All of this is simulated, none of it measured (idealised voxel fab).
Process module in this document: voxel tone inversion
Cross-sectional view cut (width: 195 nm; square cell size: 5 nm).
The cross-sections in this document take the form of a grid made of square cells. They are written out as bands, in order from top to bottom. Each band consists of one or more rows of cells. Per band: top height and bottom height in nm, followed by the left-to-right materials and their widths in nm; "all across" marks a single material spanning edge to edge, "blank" marks empty space. Heights from 0 (as-received wafer is one material below). Bottom band endless downward, as "from 0 down". You'd read "30..40" like this: the band's top row of cells is as wide as the first number, its bottom row is as wide as the second, and going down, every row changes width by the same amount as the row before did. Key: "stayed the same" - step with no changed cell in the cross-section. Under "Cavities, closed" you'll find the enclosed gaps, the ones with no way out to the top, that are 8 cells or bigger; each reads width x height at distance, with distance counted from the left edge, everything in nm. If you see something after the settings on a step's line, that's the simulator's own remark about that step. overlay nm: where the mask lay relative to plan, measured to the right, on steps with a mask; negatives go left.
PLANNED STEP LIST FOR THE PROCESS
1. RECEIVE [material Si]
2. CONFORMAL_DEP [material SiN] [thk nm 10]
3. DIRECTIONAL_DEP [material aC] [thk nm 15]
4. PATTERN [tone cover] [mask id POSTS] [material resist] [width nm 20] [pitch nm 45] [thk nm 25] [overlay nm 0]
5. DIRECTIONAL_ETCH [etch materials aC] [depth nm 15]
6. STRIP [etch materials resist]
7. FILL_DEP [material lowk] [thk nm 5]
8. CMP [height nm 25]
9. STRIP [etch materials aC]
CROSS-SECTION: WAFER ON ARRIVAL = AFTER STEP 1
from 0 down: Si all across
Cavities, closed: none
HERE'S THE CROSS-SECTION OF THE FIRST OF OUR TWO WAFERS AT THE END OF THE MODULE - IT RAN AS PLANNED
from 25 to 10: 65 lowk; 20 blank; 25 lowk; 20 blank; 65 lowk
from 10 to 0: SiN all across
from 0 down: Si all across
Cavities, closed: none
CROSS-SECTION AT END OF MODULE FOR THE SECOND WAFER OF TWO, WHICH MATCHED THE FIRST IN STARTING POINT AND PLAN AND DIFFERED BY ONE MISTAKE IN ITS PROCESSING
from 25 to 10: 65 SiN; 20 blank; 25 SiN; 20 blank; 65 SiN
from 10 to 0: SiN all across
from 0 down: Si all across
Cavities, closed: none
What was the processing mistake? step 7 did not use the planned setting and instead ran as FILL_DEP [material SiN] [thk nm 5]
The closing comparison, in cells, has the second wafer with more or fewer of some materials than the first: +93 SiN, -93 lowk
